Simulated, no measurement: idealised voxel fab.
Herein follows the process module entitled voxel wiring stack.
Cross-section cut spans 290 nm and uses square cells 5 nm in size.
Cross-sections here: square-cell grids, written as top-down lists of bands, a band being one or more rows of cells.
Read a band's entry like this: the first values are the height of its top and the height of its bottom in nm, and what follows is the sequence of materials from left to right, each with its width in nm. Note that "blank" is empty space, and that a single material marked "edge to edge" reaches across the band from edge to edge.
Height reference: 0 = level under which incoming wafer is all one material. Lowest band: no bottom, runs on downward, e.g. "0 down".
It should be noted that a width expressed as "30..40" varies in equal increments from row to row of cells within the band, taking the value of the first number at the top row and that of the second number at the bottom row.
A step reported as "remained unchanged" is a step in which no cell of the cross-section changed.
The label "Closed voids list" introduces a list of the empty spaces, 8 cells or larger, that have no open way up to the top; each entry in it reads width x height at distance, where the distance is taken from the left edge and all three are stated in nm.
Text after the settings on a step's line: the simulator's own remark on that step.
Regarding "overlay nm": on a step with a mask, it is the distance the mask lay to the right of its planned place; a negative value places it to the left.

## plan
1) RECEIVE with material Si
2) CONFORMAL_DEP with material SiO2, thk nm 15
3) DIRECTIONAL_DEP with material TiN, thk nm 5
4) DIRECTIONAL_DEP with material Ru, thk nm 25
5) DIRECTIONAL_DEP with material aC, thk nm 10
6) PATTERN with tone cover, mask id METAL_1, material resist, width nm 25, pitch nm 40, thk nm 30, overlay nm 0
7) DIRECTIONAL_ETCH with etch materials aC, depth nm 10
8) STRIP with etch materials resist
9) DIRECTIONAL_ETCH with etch materials Ru, depth nm 25
10) DIRECTIONAL_ETCH with etch materials TiN, depth nm 5
11) STRIP with etch materials aC
12) FILL_DEP with material lowk, thk nm 10
13) CMP with height nm 45
14) CONFORMAL_DEP with material SiCN, thk nm 5
15) DIRECTIONAL_DEP with material SiO2, thk nm 20
16) PATTERN with tone open, mask id PLUG_1, material resist, width nm 15, pitch nm 40, thk nm 20, overlay nm -15
17) DIRECTIONAL_ETCH with etch materials SiO2, depth nm 20
18) DIRECTIONAL_ETCH with etch materials SiCN, depth nm 5
19) STRIP with etch materials resist
20) EPI with material Ru, thk nm 10
21) EPI with material Ru, thk nm 10
22) EPI with material Ru, thk nm 5
23) DIRECTIONAL_DEP with material TiN, thk nm 5
24) DIRECTIONAL_DEP with material Ru, thk nm 20
25) DIRECTIONAL_DEP with material aC, thk nm 15
26) PATTERN with tone cover, mask id METAL_2, material resist, width nm 25, pitch nm 40, thk nm 30, overlay nm 0
27) DIRECTIONAL_ETCH with etch materials aC, depth nm 15
28) STRIP with etch materials resist
29) DIRECTIONAL_ETCH with etch materials Ru, depth nm 20
30) DIRECTIONAL_ETCH with etch materials TiN, depth nm 5
31) STRIP with etch materials aC
32) FILL_DEP with material lowk, thk nm 10
33) CMP with height nm 95
34) CONFORMAL_DEP with material SiCN, thk nm 5
35) DIRECTIONAL_DEP with material SiO2, thk nm 30
36) DIRECTIONAL_DEP with material aC, thk nm 10
37) PATTERN with tone open, mask id METAL_3, material resist, width nm 25, pitch nm 40, thk nm 25, overlay nm 0
38) DIRECTIONAL_ETCH with etch materials aC, depth nm 10
39) STRIP with etch materials resist
40) DIRECTIONAL_ETCH with etch materials SiO2, depth nm 15
41) STRIP with etch materials aC
42) PATTERN with tone open, mask id METAL_3_HOLES, material resist, width nm 15, thk nm 15, overlay nm 0
43) DIRECTIONAL_ETCH with etch materials SiO2, depth nm 15
44) DIRECTIONAL_ETCH with etch materials SiCN, depth nm 5
45) STRIP with etch materials resist
46) CONFORMAL_DEP with material TiN, thk nm 5
47) FILL_DEP with material Cu, thk nm 5
48) CMP with height nm 130
49) CONFORMAL_DEP with material SiCN, thk nm 5
50) DIRECTIONAL_DEP with material SiO2, thk nm 25
51) MASKED_ETCH with tone open, mask id METAL_4_HOLES, width nm 15, pitch nm 40, etch materials SiO2, depth nm 25, overlay nm 0
52) PATTERN with tone open, mask id METAL_4, material resist, width nm 25, pitch nm 40, thk nm 20, overlay nm 0
53) DIRECTIONAL_ETCH with etch materials SiO2, depth nm 15
54) DIRECTIONAL_ETCH with etch materials SiCN, depth nm 5
55) STRIP with etch materials resist
56) CONFORMAL_DEP with material TiN, thk nm 5
57) FILL_DEP with material Cu, thk nm 5
58) CMP with height nm 160
59) CONFORMAL_DEP with material SiCN, thk nm 5
Quick note for whoever runs this: the wafers start identical, but the overlay nm at step 16 isn't the same across them. The plan just shows what the first wafer had.

## Cross-section of the first of several received wafers, showing its state after step 1
* 0 down  Si edge to edge
* Closed voids list: none

## Per wafer, end of module: cells gained (+) or lost (-) per material since receipt, then closed voids
overlay nm -15 | +34 Cu | +90 Ru | +217 SiCN | +939 SiO2 | +76 TiN | +558 lowk | Closed voids list: none
overlay nm -10 | +34 Cu | +120 Ru | +217 SiCN | +939 SiO2 | +76 TiN | +528 lowk | Closed voids list: none
overlay nm -5 | +34 Cu | +120 Ru | +217 SiCN | +939 SiO2 | +76 TiN | +528 lowk | Closed voids list: none
overlay nm 0 | +34 Cu | +120 Ru | +217 SiCN | +939 SiO2 | +76 TiN | +528 lowk | Closed voids list: none
overlay nm 5 | +34 Cu | +120 Ru | +217 SiCN | +939 SiO2 | +76 TiN | +528 lowk | Closed voids list: none
overlay nm 10 | +34 Cu | +120 Ru | +217 SiCN | +939 SiO2 | +76 TiN | +528 lowk | Closed voids list: none
overlay nm 15 | +34 Cu | +120 Ru | +217 SiCN | +939 SiO2 | +76 TiN | +528 lowk | Closed voids list: none
